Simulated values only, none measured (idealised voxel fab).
process module | voxel ribs on slabs
cross-section cut | 180 nm wide | cells 5 nm
A cross-section is a grid of square cells, given in bands from the top down. A band is one or more rows of cells.
Each band's line starts with the height of the band's top and of its bottom, in nm. Then come its materials from left to right, each with its width in nm. One material with "throughout" fills the band from edge to edge. "air" is empty space.
Height 0 is the level under which the wafer as received is all one material. The lowest band goes on downwards, as in "0 down".
A width such as "30 to 40" changes by the same amount from each row of cells to the next, from the band's top row to its bottom row.
"no change" after a step means that no cell of the cross-section changed.
closed voids: empty space of 8 cells or more with no open way to the top, each as width x height at its distance from the left edge, in nm
after a step's settings: what the simulator itself notes on the step
overlay nm, on a step with a mask: how far to the right of its planned place the mask lay; to the left if negative
plan
1 op RECEIVE | material Si
2 op DIRECTIONAL_DEP | material SiO2 | thk nm 30
3 op DIRECTIONAL_DEP | material SiN | thk nm 25
4 op DIRECTIONAL_DEP | material aC | thk nm 15
5 op PATTERN | tone cover | mask id RIB | material resist | width nm 25 | thk nm 35 | overlay nm 0
6 op DIRECTIONAL_ETCH | etch materials aC | depth nm 15
7 op STRIP | etch materials resist
8 op DIRECTIONAL_ETCH | etch materials SiN | depth nm 5
9 op STRIP | etch materials aC
10 op PATTERN | tone cover | mask id SLAB | material resist | width nm 65 | thk nm 15 | overlay nm 0
11 op DIRECTIONAL_ETCH | etch materials SiN | depth nm 20
12 op STRIP | etch materials resist
13 op FILL_DEP | material SiO2 | thk nm 25
14 op CMP | height nm 75
15 op DIRECTIONAL_DEP | material TiN | thk nm 10
16 op MASKED_ETCH | tone cover | mask id HEATER | width nm 35 | etch materials TiN | depth nm 10 | overlay nm 0
17 op CONFORMAL_DEP | material SiN | thk nm 10
as received, after step 1
  0 down: Si throughout
  closed voids: none
a wafer at the end: this start, this plan, one mistake
  95 to 85: air 60 | SiN 55 | air 65
  85 to 75: SiN 70 | TiN 35 | SiN 75
  75 to 25: SiO2 throughout
  25 to 0: SiN throughout
  0 down: Si throughout
  closed voids: none
what went wrong: steps 2 and 3 were swapped
